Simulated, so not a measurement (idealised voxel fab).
process module | voxel capacitor over wiring
cross-section cut | 215 nm wide | cells 5 nm
A cross-section is a grid of square cells, given in bands from the top down. A band is one or more rows of cells.
Each band's line starts with the height of the band's top and of its bottom, in nm. Then come its materials from left to right, each with its width in nm. One material with "throughout" fills the band from edge to edge. "air" is empty space.
Height 0 is the level under which the wafer as received is all one material. The lowest band goes on downwards, as in "0 down".
A width such as "30 to 40" changes by the same amount from each row of cells to the next, from the band's top row to its bottom row.
"no change" after a step means that no cell of the cross-section changed.
closed voids: empty space of 8 cells or more with no open way to the top, each as width x height at its distance from the left edge, in nm
after a step's settings: what the simulator itself notes on the step
overlay nm, on a step with a mask: how far to the right of its planned place the mask lay; to the left if negative
plan
1 op RECEIVE | material Si
2 op CONFORMAL_DEP | material SiO2 | thk nm 15
3 op CONFORMAL_DEP | material SiCN | thk nm 5
4 op DIRECTIONAL_DEP | material SiO2 | thk nm 20
5 op DIRECTIONAL_DEP | material aC | thk nm 15
6 op PATTERN | tone open | mask id METAL_1 | material resist | width nm 20 | pitch nm 75 | thk nm 30 | overlay nm 0
7 op DIRECTIONAL_ETCH | etch materials aC | depth nm 15
8 op STRIP | etch materials resist
9 op DIRECTIONAL_ETCH | etch materials SiO2 | depth nm 20
10 op DIRECTIONAL_ETCH | etch materials SiCN | depth nm 5
11 op STRIP | etch materials aC
12 op CONFORMAL_DEP | material TiN | thk nm 5
13 op FILL_DEP | material W | thk nm 10
14 op CMP | height nm 40
15 op EPI | material Ru | thk nm 5
16 op FILL_DEP | material SiCN | thk nm 5
17 op DIRECTIONAL_DEP | material SiO2 | thk nm 10
18 op MASKED_ETCH | tone open | mask id PLUG_1 | width nm 15 | etch materials SiO2 | depth nm 10 | overlay nm 0
19 op MASKED_ETCH | tone open | mask id PLUG_1 | width nm 15 | etch materials SiCN | depth nm 5 | overlay nm 0
20 op EPI | material Ru | thk nm 10
21 op EPI | material Ru | thk nm 5
22 op DIRECTIONAL_DEP | material TiN | thk nm 10
23 op DIRECTIONAL_DEP | material Al2O3 | thk nm 5
24 op DIRECTIONAL_DEP | material TiN | thk nm 5
25 op MASKED_ETCH | tone cover | mask id UPPER_PLATE | width nm 60 | etch materials TiN | depth nm 5 | overlay nm 0
26 op MASKED_ETCH | tone cover | mask id UPPER_PLATE | width nm 60 | etch materials Al2O3 | depth nm 5 | overlay nm 0
27 op PATTERN | tone cover | mask id LOWER_PLATE | material resist | width nm 70 | thk nm 20 | overlay nm 0
28 op DIRECTIONAL_ETCH | etch materials TiN | depth nm 10
29 op STRIP | etch materials resist
30 op FILL_DEP | material SiO2 | thk nm 20
31 op CMP | height nm 95
32 op MASKED_ETCH | tone open | mask id PLUG_2 | width nm 15 | etch materials SiO2 | depth nm 15 | overlay nm 0
33 op CONFORMAL_DEP | material TiN | thk nm 5
34 op FILL_DEP | material Ru | thk nm 5
35 op CMP | height nm 95
36 op CONFORMAL_DEP | material SiCN | thk nm 5
as received, after step 1
  0 down: Si throughout
  closed voids: none
first wafer at the end, as planned
  100 to 95: SiCN throughout
  95 to 85: SiO2 75 | TiN 5 | Ru 5 | TiN 5 | SiO2 125
  85 to 75: SiO2 75 to 65 | TiN 15 to 60 | SiO2 125 to 90
  75 to 70: SiO2 65 | Al2O3 60 | SiO2 90
  70 to 60: SiO2 60 | TiN 70 | SiO2 85
  60 to 50: SiO2 65 | Ru 15 | SiO2 135
  50 to 45: SiCN 65 | Ru 15 | SiCN 135
  45 to 40: SiCN 55 | Ru 30 | SiCN 45 | Ru 30 | SiCN 55
  40 to 20: SiO2 60 | TiN 5 | W 10 | TiN 5 | SiO2 55 | TiN 5 | W 10 | TiN 5 | SiO2 60
  20 to 15: SiCN 60 | TiN 20 | SiCN 55 | TiN 20 | SiCN 60
  15 to 0: SiO2 throughout
  0 down: Si throughout
  closed voids: none
second wafer at the end: like start, like plan, one mistake
  100 to 95: SiCN throughout
  95 to 85: SiO2 75 to 65 | TiN 15 to 25 | SiO2 125
  85 to 80: SiO2 65 | Al2O3 25 | SiO2 125
  80 to 75: SiO2 60 | TiN 65 | SiO2 90
  75 to 70: SiO2 60 | TiN 30 | Al2O3 35 | SiO2 90
  70 to 60: SiO2 55 | Ru 35 | TiN 40 | SiO2 85
  60 to 50: SiO2 65 | Ru 15 | SiO2 135
  50 to 45: SiCN 65 | Ru 15 | SiCN 135
  45 to 40: SiCN 55 | Ru 30 | SiCN 45 | Ru 30 | SiCN 55
  40 to 20: SiO2 60 | TiN 5 | W 10 | TiN 5 | SiO2 55 | TiN 5 | W 10 | TiN 5 | SiO2 60
  20 to 15: SiCN 60 | TiN 20 | SiCN 55 | TiN 20 | SiCN 60
  15 to 0: SiO2 throughout
  0 down: Si throughout
  closed voids: none
what went wrong: step 20 was run twice
at the end the second wafer has, in cells: 12 more of Ru | 8 fewer of SiO2 | 4 fewer of TiN
